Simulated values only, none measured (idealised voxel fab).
A process module follows: voxel capacitor over wiring.
In the cross-section labelled cut, the width is 200 nm and each square cell is 5 nm.
Notation: cross-section as square-cell grid; stated in bands, top first, going down; one or more cell rows per band. It is stipulated that each band's entry specify, in nanometres, the height of the top of the band and then that of its bottom, followed by the materials of the band in left-to-right sequence, each together with its width in nanometres. A single material marked by the word "all across" is understood to fill the band from edge to edge; the word "blank" is understood to denote empty space. Where do heights start? At 0: under that level the wafer as delivered is made of one material only. And the lowest band has no floor; it just carries on downward, as in "0 and below". Quick explanation for "30..40": the width changes in equal steps down the rows of cells, from the first number in the band's top row to the second number in its bottom row. What does "nothing was modified" mean for a step? It means no cell of the cross-section changed in that step. Enclosed voids (no open way to top), threshold 8 cells or more, entry "Closed void listing", notation width x height at distance, distance from left edge, nm. Where a step's line continues beyond its settings, the continuation is a remark by the simulator itself on that step. Each step line may optionally specify "overlay nm", which for a step with a mask gives the rightward distance between the mask's planned place and where it lay, a negative value indicating the leftward direction.
# This section lists the process steps that were planned
1: RECEIVE | material Si
2: CONFORMAL_DEP | material SiO2 | thk nm 10
3: DIRECTIONAL_DEP | material TiN | thk nm 5
4: DIRECTIONAL_DEP | material W | thk nm 15
5: MASKED_ETCH | tone cover | mask id METAL_1 | width nm 30 | pitch nm 90 | etch materials W | depth nm 15 | overlay nm 0
6: MASKED_ETCH | tone cover | mask id METAL_1 | width nm 30 | pitch nm 90 | etch materials TiN | depth nm 5 | overlay nm 0
7: CONFORMAL_DEP | material SiCN | thk nm 5
8: FILL_DEP | material lowk | thk nm 10
9: CMP | height nm 30
10: CONFORMAL_DEP | material SiCN | thk nm 5
11: DIRECTIONAL_DEP | material lowk | thk nm 10
12: PATTERN | tone open | mask id PLUG_1 | material resist | width nm 15 | thk nm 15 | overlay nm 0
13: DIRECTIONAL_ETCH | etch materials lowk | depth nm 10
14: DIRECTIONAL_ETCH | etch materials SiCN | depth nm 5
15: STRIP | etch materials resist
16: EPI | material Ru | thk nm 10
17: EPI | material Ru | thk nm 5
18: DIRECTIONAL_DEP | material TiN | thk nm 5
19: DIRECTIONAL_DEP | material HfO2 | thk nm 5
20: DIRECTIONAL_DEP | material TiN | thk nm 10
21: DIRECTIONAL_DEP | material aC | thk nm 10
22: PATTERN | tone cover | mask id UPPER_PLATE | material resist | width nm 65 | thk nm 25 | overlay nm 0
23: DIRECTIONAL_ETCH | etch materials aC | depth nm 10
24: STRIP | etch materials resist
25: DIRECTIONAL_ETCH | etch materials TiN | depth nm 10
26: DIRECTIONAL_ETCH | etch materials HfO2 | depth nm 5
27: STRIP | etch materials aC
28: PATTERN | tone cover | mask id LOWER_PLATE | material resist | width nm 75 | thk nm 20 | overlay nm 0
29: DIRECTIONAL_ETCH | etch materials TiN | depth nm 5
30: STRIP | etch materials resist
31: FILL_DEP | material SiO2 | thk nm 20
32: CMP | height nm 80
33: DIRECTIONAL_DEP | material aC | thk nm 10
34: PATTERN | tone open | mask id PLUG_2 | material resist | width nm 15 | thk nm 30 | overlay nm 0
35: DIRECTIONAL_ETCH | etch materials aC | depth nm 10
36: STRIP | etch materials resist
37: DIRECTIONAL_ETCH | etch materials SiO2 | depth nm 15
38: STRIP | etch materials aC
39: CONFORMAL_DEP | material TiN | thk nm 5
40: FILL_DEP | material Cu | thk nm 5
41: CMP | height nm 80
42: CONFORMAL_DEP | material SiCN | thk nm 5
# as received, after step 1
> 0 and below | Si all across
> Closed void listing: none
# Cross-section, first of two wafers, end of module, run as planned
> 85 down to 80 | SiCN all across
> 80 down to 70 | SiO2: 65 | TiN: 5 | Cu: 5 | TiN: 5 | SiO2: 120
> 70 down to 65 | SiO2: 65 | TiN: 15 | SiO2: 120
> 65 down to 55 | SiO2: 55 | TiN: 65 | SiO2: 80
> 55 down to 50 | SiO2: 55 | HfO2: 65 | SiO2: 80
> 50 down to 45 | SiO2: 50 | TiN: 75 | SiO2: 75
> 45 down to 35 | lowk: 55 | Ru: 15 | lowk: 130
> 35 down to 30 | SiCN: 55 | Ru: 15 | SiCN: 130
> 30 down to 15 | lowk: 35 | SiCN: 5 | W: 30 | SiCN: 5 | lowk: 50 | SiCN: 5 | W: 30 | SiCN: 5 | lowk: 35
> 15 down to 10 | SiCN: 40 | TiN: 30 | SiCN: 60 | TiN: 30 | SiCN: 40
> 10 down to 0 | SiO2 all across
> 0 and below | Si all across
> Closed void listing: none
# End of module, second wafer, cross-section. Started like the first, planned like the first, run with one mistake
> 85 down to 80 | SiCN all across
> 80 down to 70 | SiO2: 65 | TiN: 5 | Cu: 5 | TiN: 5 | SiO2: 120
> 70 down to 65 | SiO2: 65 | TiN: 15 | SiO2: 120
> 65 down to 55 | SiO2: 55 | TiN: 65 | SiO2: 80
> 55 down to 50 | SiO2: 55 | HfO2: 65 | SiO2: 80
> 50 down to 45 | SiO2: 50 | TiN: 75 | SiO2: 75
> 45 down to 35 | lowk: 55 | Ru: 15 | lowk: 130
> 35 down to 30 | SiCN: 55 | Ru: 15 | SiCN: 130
> 30 down to 20 | lowk: 30 | SiCN: 5 | W: 30 | SiCN: 5 | lowk: 50 | SiCN: 5 | W: 30 | SiCN: 5 | lowk: 40
> 20 down to 15 | lowk: 30 | SiCN: 5 | W: 30 | SiCN: 10 | lowk: 45 | SiCN: 5 | W: 30 | SiCN: 10 | lowk: 35
> 15 down to 10 | SiCN: 35 | TiN: 35 | SiCN: 55 | TiN: 35 | SiCN: 40
> 10 down to 0 | SiO2 all across
> 0 and below | Si all across
> Closed void listing: none
Error vs. plan: step 5 went in with a setting other than planned; the actual run was MASKED_ETCH | tone cover | mask id METAL_1 | width nm 30 | pitch nm 90 | etch materials W | depth nm 15 | overlay nm -5
The closing comparison, in cells, has the second wafer with more or fewer of some materials than the first: TiN +2 | lowk -2
